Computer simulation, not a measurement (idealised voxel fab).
The process module that follows is named voxel transistor to metal.
In the cross-section labelled cut, the width is 200 nm and each square cell is 5 nm.
Cross-section format: a grid of square cells, given as bands from top to bottom; each band is one or more rows of cells.
Basically the band line says how high the top is and how high the bottom is, in nm, and then what's in it from left to right, every material with its width in nm. Empty space shows up as "air", and if a single material carries "full width" it runs the full band edge to edge.
Measure heights from 0. That's the level where, below it, the as-received wafer is all one material. The lowest band is bottomless and extends downward; write it as in "0..down".
Quick explanation for "30..40": the width changes in equal steps down the rows of cells, from the first number in the band's top row to the second number in its bottom row.
Any step labelled "all unchanged" changed none of the cells in the cross-section.
You'll see "Fully closed voids" listing empty spaces that have no way open to the top, as long as they're 8 cells or more; the notation is width x height at distance, where the distance is from the left edge, and all of it is in nm.
Post-settings text on a step line: simulator's own remark regarding the step.
Among the settings permitted on a step's line is "overlay nm"; applied to a step with a mask, it specifies the extent to which the mask lay to the right of its planned position, whereas a negative figure signifies a position to the left.

The steps planned for the process are as follows:
| 1 | RECEIVE,material Si |
| 2 | OXIDIZE,depth nm 5 |
| 3 | CONFORMAL_DEP,material SiN,thk nm 10 |
| 4 | MASKED_ETCH,tone cover,mask id ACTIVE,width nm 110,etch materials SiN,depth nm 10,overlay nm 0 |
| 5 | MASKED_ETCH,tone cover,mask id ACTIVE,width nm 110,etch materials SiO2,depth nm 5,overlay nm 0 |
| 6 | MASKED_ETCH,tone cover,mask id ACTIVE,width nm 110,etch materials Si,depth nm 35,overlay nm 0 |
| 7 | OXIDIZE,depth nm 5 |
| 8 | FILL_DEP,material SiO2,thk nm 5 |
| 9 | CMP,height nm 10 |
| 10 | SELECTIVE_ETCH,etch materials SiO2,depth nm 10 |
| 11 | STRIP,etch materials SiN |
| 12 | SELECTIVE_ETCH,etch materials SiO2,depth nm 5 |
| 13 | OXIDIZE,depth nm 5 |
| 14 | DIRECTIONAL_DEP,material polySi,thk nm 25 |
| 15 | DIRECTIONAL_DEP,material SiCN,thk nm 15 |
| 16 | DIRECTIONAL_DEP,material aC,thk nm 15 |
| 17 | PATTERN,tone cover,mask id GATE,material resist,width nm 20,thk nm 30,overlay nm 0 |
| 18 | DIRECTIONAL_ETCH,etch materials aC,depth nm 15 |
| 19 | STRIP,etch materials resist |
| 20 | DIRECTIONAL_ETCH,etch materials SiCN,depth nm 25 |
| 21 | DIRECTIONAL_ETCH,etch materials polySi,depth nm 35 |
| 22 | STRIP,etch materials aC |
| 23 | CONFORMAL_DEP,material SiO2,thk nm 5 |
| 24 | DIRECTIONAL_ETCH,etch materials SiO2,depth nm 5 |
| 25 | CONFORMAL_DEP,material SiN,thk nm 5 |
| 26 | DIRECTIONAL_ETCH,etch materials SiN,depth nm 5 |
| 27 | DIRECTIONAL_ETCH,etch materials SiO2,depth nm 5 |
| 28 | DIRECTIONAL_ETCH,etch materials Si,depth nm 10 |
| 29 | EPI,material nSi,thk nm 10 |
| 30 | FILL_DEP,material SiO2,thk nm 10 |
| 31 | CMP,height nm 35 |
| 32 | DIRECTIONAL_DEP,material SiO2,thk nm 15 |
| 33 | DIRECTIONAL_DEP,material aC,thk nm 10 |
| 34 | PATTERN,tone open,mask id CONTACT,material resist,width nm 20,pitch nm 80,thk nm 25,overlay nm 0 |
| 35 | DIRECTIONAL_ETCH,etch materials aC,depth nm 10 |
| 36 | STRIP,etch materials resist |
| 37 | DIRECTIONAL_ETCH,etch materials SiO2,depth nm 60 |
| 38 | STRIP,etch materials aC |
| 39 | CONFORMAL_DEP,material TiN,thk nm 5 |
| 40 | FILL_DEP,material W,thk nm 10 |
| 41 | CMP,height nm 50 |
| 42 | CONFORMAL_DEP,material SiN,thk nm 5 |
| 43 | DIRECTIONAL_DEP,material lowk,thk nm 25 |
| 44 | MASKED_ETCH,tone open,mask id METAL_1,width nm 20,pitch nm 80,etch materials lowk,depth nm 25,overlay nm 0 |
| 45 | MASKED_ETCH,tone open,mask id METAL_1,width nm 20,pitch nm 80,etch materials SiN,depth nm 5,overlay nm 0 |
| 46 | CONFORMAL_DEP,material TiN,thk nm 5 |
| 47 | FILL_DEP,material W,thk nm 10 |
| 48 | CMP,height nm 80 |
| 49 | EPI,material Ru,thk nm 5 |
| 50 | FILL_DEP,material SiCN,thk nm 5 |
Heads up: all these wafers start the same, and what changes between them is the depth nm in step 2. The value you see in the plan is just what the first wafer got.

Cross-section of the first of several wafers as received (after step 1):
- 0..down | Si full width
- Fully closed voids: none

Wafer rows; end of module; cells per material since receipt: (+) gained, (-) lost; then closed voids:
depth nm 5, +12 Ru, -244 Si, +80 SiCN, +48 SiN, +468 SiO2, +80 TiN, +64 W, +160 lowk, +32 nSi, +20 polySi, Fully closed voids: none
depth nm 10, +12 Ru, -144 Si, +80 SiCN, +48 SiN, +328 SiO2, +80 TiN, +64 W, +160 lowk, +72 nSi, +20 polySi, Fully closed voids: none
depth nm 15, +12 Ru, -120 Si, +80 SiCN, +48 SiN, +376 SiO2, +80 TiN, +64 W, +160 lowk, +20 polySi, Fully closed voids: none
depth nm 20, +12 Ru, -160 Si, +80 SiCN, +48 SiN, +416 SiO2, +80 TiN, +64 W, +160 lowk, +20 polySi, Fully closed voids: none
